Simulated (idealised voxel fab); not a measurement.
process module | voxel local oxidation
cross-section cut | 155 nm wide | cells 5 nm
A cross-section is a grid of square cells, given in bands from the top down. A band is one or more rows of cells.
Each band's line starts with the height of the band's top and of its bottom, in nm. Then come its materials from left to right, each with its width in nm. One material with "throughout" fills the band from edge to edge. "air" is empty space.
Height 0 is the level under which the wafer as received is all one material. The lowest band goes on downwards, as in "0 down".
A width such as "30 to 40" changes by the same amount from each row of cells to the next, from the band's top row to its bottom row.
"no change" after a step means that no cell of the cross-section changed.
closed voids: empty space of 8 cells or more with no open way to the top, each as width x height at its distance from the left edge, in nm
after a step's settings: what the simulator itself notes on the step
overlay nm, on a step with a mask: how far to the right of its planned place the mask lay; to the left if negative
plan
1 op RECEIVE | material Si
2 op CONFORMAL_DEP | material SiO2 | thk nm 5
3 op CONFORMAL_DEP | material SiN | thk nm 10
4 op DIRECTIONAL_DEP | material aC | thk nm 15
5 op PATTERN | tone cover | mask id ACTIVE | material resist | width nm 125 | thk nm 30 | overlay nm 0
6 op DIRECTIONAL_ETCH | etch materials aC | depth nm 15
7 op STRIP | etch materials resist
8 op DIRECTIONAL_ETCH | etch materials SiN | depth nm 10
9 op STRIP | etch materials aC
10 op SELECTIVE_ETCH | etch materials SiO2 | depth nm 5
11 op OXIDIZE | depth nm 10
12 op STRIP | etch materials SiN
as received, after step 1
  0 down: Si throughout
  closed voids: none
first wafer at the end, as planned
  5 to 0: air 20 | SiO2 115 | air 20
  0 to -10: SiO2 30 | Si 95 | SiO2 30
  -10 down: Si throughout
  closed voids: none
second wafer at the end: like start, like plan, one mistake
  15 to 10: air 20 | SiO2 115 | air 20
  10 to 0: SiO2 throughout
  0 down: Si throughout
  closed voids: none
what went wrong: step 2 ran as: op CONFORMAL_DEP | material SiO2 | thk nm 15
at the end the second wafer has, in cells: 24 more of Si | 38 more of SiO2
